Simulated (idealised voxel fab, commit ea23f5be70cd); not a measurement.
Process module, titled voxel transistor to metal
Shown is cross-section cut, with a width of 140 nm and square cells of size 5 nm.
Throughout this document, each cross-section is represented as a grid of square cells and is presented as a sequence of bands enumerated from the top downward, where a band comprises one or more rows of cells.
Band entry format. Leading values: height of top, height of bottom, nm. Remainder: materials in left-to-right order, each with its width in nm. Special words: "edge to edge" on a single material, which then fills the band edge to edge; "air", empty space.
Heights from 0 (as-received wafer is one material below). Bottom band endless downward, as "0..down".
Width "30->40": first value at the band's top row of cells, second value at its bottom row, equal change from row to row.
Any step labelled "nothing was modified" changed none of the cells in the cross-section.
You'll see "Closed void inventory" listing empty spaces that have no way open to the top, as long as they're 8 cells or more; the notation is width x height at distance, where the distance is from the left edge, and all of it is in nm.
On each step's line, the part that comes after the settings is the simulator's own comment on the step.
overlay nm: step with mask; distance mask lay right of planned place; negative value = left of planned place.
The process steps that were planned are listed below
1 RECEIVE | material Si
2 OXIDIZE | depth nm 5
3 CONFORMAL_DEP | material SiN | thk nm 10
4 MASKED_ETCH | tone cover | mask id ACTIVE | width nm 105 | etch materials SiN | depth nm 10 | overlay nm 0
5 MASKED_ETCH | tone cover | mask id ACTIVE | width nm 105 | etch materials SiO2 | depth nm 5 | overlay nm 0
6 MASKED_ETCH | tone cover | mask id ACTIVE | width nm 105 | etch materials Si | depth nm 30 | overlay nm 0
7 OXIDIZE | depth nm 5
8 FILL_DEP | material SiO2 | thk nm 15
9 CMP | height nm 10
10 SELECTIVE_ETCH | etch materials SiO2 | depth nm 5
11 STRIP | etch materials SiN
12 SELECTIVE_ETCH | etch materials SiO2 | depth nm 5
13 OXIDIZE | depth nm 5
14 DIRECTIONAL_DEP | material polySi | thk nm 20
15 DIRECTIONAL_DEP | material SiCN | thk nm 15
16 DIRECTIONAL_DEP | material aC | thk nm 10
17 PATTERN | tone cover | mask id GATE | material resist | width nm 25 | thk nm 25 | overlay nm 0
18 DIRECTIONAL_ETCH | etch materials aC | depth nm 10
19 STRIP | etch materials resist
20 DIRECTIONAL_ETCH | etch materials SiCN | depth nm 25
21 DIRECTIONAL_ETCH | etch materials polySi | depth nm 30
22 STRIP | etch materials aC
23 CONFORMAL_DEP | material SiN | thk nm 5
24 DIRECTIONAL_ETCH | etch materials SiN | depth nm 5
25 DIRECTIONAL_ETCH | etch materials SiO2 | depth nm 5
26 DIRECTIONAL_ETCH | etch materials Si | depth nm 5
27 EPI | material pSi | thk nm 10
28 FILL_DEP | material SiO2 | thk nm 10
29 CMP | height nm 15
30 STRIP | etch materials polySi
31 SELECTIVE_ETCH | etch materials SiO2 | depth nm 5
32 CONFORMAL_DEP | material HfO2 | thk nm 5
33 CONFORMAL_DEP | material TiN | thk nm 5
34 FILL_DEP | material W | thk nm 5
35 CMP | height nm 10
36 DIRECTIONAL_DEP | material SiO2 | thk nm 10
37 PATTERN | tone open | mask id CONTACT | material resist | width nm 15 | pitch nm 80 | thk nm 15 | overlay nm 0
38 DIRECTIONAL_ETCH | etch materials SiO2 | depth nm 25
39 STRIP | etch materials resist
40 CONFORMAL_DEP | material TiN | thk nm 5
41 FILL_DEP | material Ru | thk nm 10
42 CMP | height nm 20
43 CONFORMAL_DEP | material SiCN | thk nm 5
44 DIRECTIONAL_DEP | material lowk | thk nm 20
45 DIRECTIONAL_DEP | material aC | thk nm 15
46 PATTERN | tone open | mask id METAL_1 | material resist | width nm 15 | pitch nm 80 | thk nm 30 | overlay nm 0
47 DIRECTIONAL_ETCH | etch materials aC | depth nm 15
48 STRIP | etch materials resist
49 DIRECTIONAL_ETCH | etch materials lowk | depth nm 20
50 DIRECTIONAL_ETCH | etch materials SiCN | depth nm 5
51 STRIP | etch materials aC
52 CONFORMAL_DEP | material TiN | thk nm 5
53 FILL_DEP | material Cu | thk nm 5
54 CMP | height nm 45
55 CONFORMAL_DEP | material SiCN | thk nm 5
56 DIRECTIONAL_DEP | material lowk | thk nm 35
57 PATTERN | tone open | mask id METAL_2 | material resist | width nm 15 | pitch nm 80 | thk nm 15 | overlay nm 0
58 DIRECTIONAL_ETCH | etch materials lowk | depth nm 20
59 STRIP | etch materials resist
60 MASKED_ETCH | tone open | mask id METAL_2_HOLES | width nm 15 | pitch nm 80 | etch materials lowk | depth nm 15 | overlay nm 0
61 MASKED_ETCH | tone open | mask id METAL_2_HOLES | width nm 15 | pitch nm 80 | etch materials SiCN | depth nm 5 | overlay nm 0
62 CONFORMAL_DEP | material TiN | thk nm 5
63 FILL_DEP | material Ru | thk nm 10
64 CMP | height nm 85
65 CONFORMAL_DEP | material SiCN | thk nm 5
Received-state cross-section, reflecting completion of step 1
    0..down = Si edge to edge
    Closed void inventory: none
Starting wafer: above. Plan: above. Run: one mistake. Cross-section after the module: below
    90..85 = SiCN edge to edge
    85..50 = lowk 20 nm  TiN 5 nm  Ru 5 nm  TiN 5 nm  lowk 65 nm  TiN 5 nm  Ru 5 nm  TiN 5 nm  lowk 25 nm
    50..45 = SiCN 20 nm  TiN 15 nm  SiCN 65 nm  TiN 15 nm  SiCN 25 nm
    45..25 = lowk 20 nm  TiN 5 nm  Cu 5 nm  TiN 5 nm  lowk 65 nm  TiN 5 nm  Cu 5 nm  TiN 5 nm  lowk 25 nm
    25..20 = SiCN 20 nm  TiN 15 nm  SiCN 65 nm  TiN 15 nm  SiCN 25 nm
    20..10 = SiO2 20 nm  TiN 5 nm  Ru 5 nm  TiN 5 nm  SiO2 65 nm  TiN 5 nm  Ru 5 nm  TiN 5 nm  SiO2 25 nm
    10..5 = SiO2 20 nm  TiN 5 nm  Ru 5 nm  TiN 5 nm  SiO2 15 nm  SiN 5 nm  HfO2 5 nm  TiN 5 nm  W 5 nm  TiN 5 nm  HfO2 5 nm  SiN 5 nm  SiO2 15 nm  TiN 5 nm  Ru 5 nm  TiN 5 nm  SiO2 25 nm
    5..0 = SiO2 20 nm  TiN 15 nm  SiO2 5 nm  pSi 10 nm  SiN 5 nm  HfO2 5 nm  TiN 15 nm  HfO2 5 nm  SiN 5 nm  pSi 10 nm  SiO2 5 nm  TiN 15 nm  SiO2 25 nm
    0..-5 = SiO2 5 nm  pSi 10 nm  SiN 5 nm  pSi 30 nm  HfO2 35 nm  pSi 30 nm  SiN 5 nm  pSi 10 nm  SiO2 10 nm
    -5..-10 = pSi 15 nm  SiO2 10 nm  pSi 25 nm  Si 35 nm  pSi 25 nm  SiO2 10 nm  pSi 20 nm
    -10..-15 = pSi 15 nm  Si 105 nm  pSi 20 nm
    -15..down = Si edge to edge
    Closed void inventory: none
Heads up, the wafer didn't run the way we planned it: planned and actual differ for step 4; actual: MASKED_ETCH | tone open | mask id ACTIVE | width nm 105 | etch materials SiN | depth nm 10 | overlay nm 0
